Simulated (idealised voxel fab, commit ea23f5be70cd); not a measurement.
The name of this process module is voxel fin reveal.
The cross-section shown here is cut; it is 255 nm wide and divided into square cells measuring 5 nm on a side.
When this document writes out a cross-section, it uses a grid of square cells and lists it as bands, beginning at the top and moving down, with a band standing for one or more rows of cells. The entry gives the band's vertical extent as a top height and a bottom height in nm, then its horizontal make-up as materials from left to right, each with a width in nm. "air" stands for empty space; a single material marked "full width" fills the band edge to edge. Height datum 0, below which the as-received substrate wafer is one material. Lowest band open at the bottom, running downward: "z 0 and below". Width: "30 to 40" (first number = top row, second number = bottom row, same change from row to row of cells). "nothing was modified", as given for a step, is the statement that not any cell of the cross-section underwent a change during that step. Empty spaces without an open route to the top, at least 8 cells in extent, make up the entry "Listed closed voids"; each is given as width x height at distance, where the distance is measured from the left edge, and all are in nm. That trailing text on a step's line, after the settings, is the simulator's own remark on the step. On any step carrying a mask, the "overlay nm" setting, if present on the step's line, tells how far right of its planned place the mask lay; negative values point to the left.

# Here's what the planned process steps look like
step 1: RECEIVE with material Si
step 2: CONFORMAL_DEP with material SiN, thk nm 5
step 3: PATTERN with tone cover, mask id FINS, material resist, width nm 15, pitch nm 45, thk nm 15, overlay nm 0
step 4: DIRECTIONAL_ETCH with etch materials SiN, depth nm 5
step 5: DIRECTIONAL_ETCH with etch materials Si, depth nm 30
step 6: STRIP with etch materials resist
step 7: FILL_DEP with material SiO2, thk nm 5
step 8: CMP with height nm 5
step 9: SELECTIVE_ETCH with etch materials SiO2, depth nm 15
step 10: STRIP with etch materials SiN

# What follows covers the first of two wafers; it ran as planned

# Received-state cross-section, reflecting completion of step 1
- z 0 and below | Si full width
- Listed closed voids: none

# So this is the wafer cross-section right after step 2
- z 5 to 0 | SiN full width
- Everything under 0 stays put, no change at all.

# So this is the wafer cross-section right after step 3
- z 20 to 5 | air (50) / resist (15) / air (30) / resist (15) / air (30) / resist (15) / air (30) / resist (15) / air (55)
- Everything under 5 stays put, no change at all.

# So this is the wafer cross-section right after step 4
- z 20 to 5 | air (50) / resist (15) / air (30) / resist (15) / air (30) / resist (15) / air (30) / resist (15) / air (55)
- z 5 to 0 | air (50) / SiN (15) / air (30) / SiN (15) / air (30) / SiN (15) / air (30) / SiN (15) / air (55)
- Everything under 0 stays put, no change at all.

# So this is the wafer cross-section right after step 5
- z 20 to 5 | air (50) / resist (15) / air (30) / resist (15) / air (30) / resist (15) / air (30) / resist (15) / air (55)
- z 5 to 0 | air (50) / SiN (15) / air (30) / SiN (15) / air (30) / SiN (15) / air (30) / SiN (15) / air (55)
- z 0 to -30 | air (50) / Si (15) / air (30) / Si (15) / air (30) / Si (15) / air (30) / Si (15) / air (55)
- Everything under -30 stays put, no change at all.

# So this is the wafer cross-section right after step 6
- z 5 to 0 | air (50) / SiN (15) / air (30) / SiN (15) / air (30) / SiN (15) / air (30) / SiN (15) / air (55)
- Everything under 0 stays put, no change at all.

# So this is the wafer cross-section right after step 7
- z 10 to 5 | SiO2 full width
- z 5 to 0 | SiO2 (50) / SiN (15) / SiO2 (30) / SiN (15) / SiO2 (30) / SiN (15) / SiO2 (30) / SiN (15) / SiO2 (55)
- z 0 to -30 | SiO2 (50) / Si (15) / SiO2 (30) / Si (15) / SiO2 (30) / Si (15) / SiO2 (30) / Si (15) / SiO2 (55)
- Everything under -30 stays put, no change at all.

# So this is the wafer cross-section right after step 8
- z 5 to 0 | SiO2 (50) / SiN (15) / SiO2 (30) / SiN (15) / SiO2 (30) / SiN (15) / SiO2 (30) / SiN (15) / SiO2 (55)
- Everything under 0 stays put, no change at all.

# So this is the wafer cross-section right after step 9
- z 5 to 0 | air (50) / SiN (15) / air (30) / SiN (15) / air (30) / SiN (15) / air (30) / SiN (15) / air (55)
- z 0 to -10 | air (50) / Si (15) / air (30) / Si (15) / air (30) / Si (15) / air (30) / Si (15) / air (55)
- Everything under -10 stays put, no change at all.

# So this is the wafer cross-section right after step 10
- z 0 to -10 | air (50) / Si (15) / air (30) / Si (15) / air (30) / Si (15) / air (30) / Si (15) / air (55)
- Everything under -10 stays put, no change at all.

# Wafer two of the pair: same origin, same plan, one error during the run; identical to wafer one up to and including step 8

# Second wafer, sectioned view, at step 9's planned end time
- z 5 to 0 | air (50) / SiN (15) / air (30) / SiN (15) / air (30) / SiN (15) / air (30) / SiN (15) / air (55)
- z 0 to -25 | air (50) / Si (15) / air (30) / Si (15) / air (30) / Si (15) / air (30) / Si (15) / air (55)
- Everything under -25 stays put, no change at all.

# Second wafer, sectioned view, at step 10's planned end time
- z 0 to -25 | air (50) / Si (15) / air (30) / Si (15) / air (30) / Si (15) / air (30) / Si (15) / air (55)
- Everything under -25 stays put, no change at all.
Where did the run depart from the plan? step 9 of the plan was executed twice over
In the final state, the cell counts of the second wafer exceed or fall short of those of the first for the following materials: 117 fewer of SiO2
